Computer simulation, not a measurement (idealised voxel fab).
Name of the process module below: voxel self aligned vias
Section cut is 185 nm wide and gridded with 5 nm square cells.
Throughout this document, each cross-section is represented as a grid of square cells and is presented as a sequence of bands enumerated from the top downward, where a band comprises one or more rows of cells.
Each band's line starts with the height of the band's top and of its bottom, in nm. Then come its materials from left to right, each with its width in nm. One material with "edge to edge" fills the band from edge to edge. "blank" is empty space.
Height is counted from the level 0, under which the received wafer is composed throughout of one material. The lowest of the bands is not closed at the bottom but continues downward, in the notation "from 0 down".
Width: "30->40" (first number = top row, second number = bottom row, same change from row to row of cells).
Given "everything unchanged" for a step, no cell of the cross-section differs between before and after that step.
Each empty space that has no open way to the top and spans at least 8 cells appears under "Cavities, sealed" as width x height at distance, the distance counted from the left edge, all in nm.
Past the settings on a step's line: simulator remark, on that step.
Regarding "overlay nm": on a step with a mask, it is the distance the mask lay to the right of its planned place; a negative value places it to the left.

### Here's what the planned process steps look like
1. RECEIVE with material Si
2. CONFORMAL_DEP with material SiO2, thk nm 10
3. CONFORMAL_DEP with material SiCN, thk nm 5
4. DIRECTIONAL_DEP with material SiO2, thk nm 30
5. DIRECTIONAL_DEP with material aC, thk nm 10
6. PATTERN with tone open, mask id LINES, material resist, width nm 20, pitch nm 70, thk nm 30, overlay nm 0
7. DIRECTIONAL_ETCH with etch materials aC, depth nm 10
8. STRIP with etch materials resist
9. DIRECTIONAL_ETCH with etch materials SiO2, depth nm 30
10. STRIP with etch materials aC
11. CONFORMAL_DEP with material TiN, thk nm 5
12. FILL_DEP with material W, thk nm 10
13. CMP with height nm 45
14. SELECTIVE_ETCH with etch materials W Ru TiN, depth nm 10
15. FILL_DEP with material SiN, thk nm 10
16. CMP with height nm 45
17. DIRECTIONAL_DEP with material SiO2, thk nm 20
18. MASKED_ETCH with tone open, mask id VIAS, width nm 40, pitch nm 70, etch materials SiO2, depth nm 20, overlay nm 0
19. MASKED_ETCH with tone open, mask id VIAS, width nm 40, pitch nm 70, etch materials SiN, depth nm 10, overlay nm 0
20. CONFORMAL_DEP with material TiN, thk nm 5
21. FILL_DEP with material Cu, thk nm 10
22. CMP with height nm 65
23. CONFORMAL_DEP with material SiCN, thk nm 5

### This is the cross-section of the wafer as we received it, i.e. after step 1
    from 0 down | Si edge to edge
    Cavities, sealed: none

### Below is the wafer in cross-section after the module was completed. It began from the starting point shown above and followed the plan shown above, except that one mistake was made while running it
    from 70 to 65 | SiCN edge to edge
    from 65 to 50 | 35 of SiO2; 5 of TiN; 30 of Cu; 5 of TiN; 30 of SiO2; 5 of TiN; 30 of Cu; 5 of TiN; 40 of SiO2
    from 50 to 40 | 35->55 of SiO2; 25->5 of TiN; 10 of Cu; 5 of TiN; 30->50 of SiO2; 25->5 of TiN; 10 of Cu; 5 of TiN; 40 of SiO2
    from 40 to 35 | 55 of SiO2; 20 of TiN; 50 of SiO2; 20 of TiN; 40 of SiO2
    from 35 to 20 | 55 of SiO2; 5 of TiN; 10 of W; 5 of TiN; 50 of SiO2; 5 of TiN; 10 of W; 5 of TiN; 40 of SiO2
    from 20 to 15 | 55 of SiO2; 20 of TiN; 50 of SiO2; 20 of TiN; 40 of SiO2
    from 15 to 10 | SiCN edge to edge
    from 10 to 0 | SiO2 edge to edge
    from 0 down | Si edge to edge
    Cavities, sealed: none
What was the processing mistake? step 6 was processed under conditions differing from the plan, specifically as PATTERN with tone open, mask id LINES, material resist, width nm 20, pitch nm 70, thk nm 30, overlay nm 10
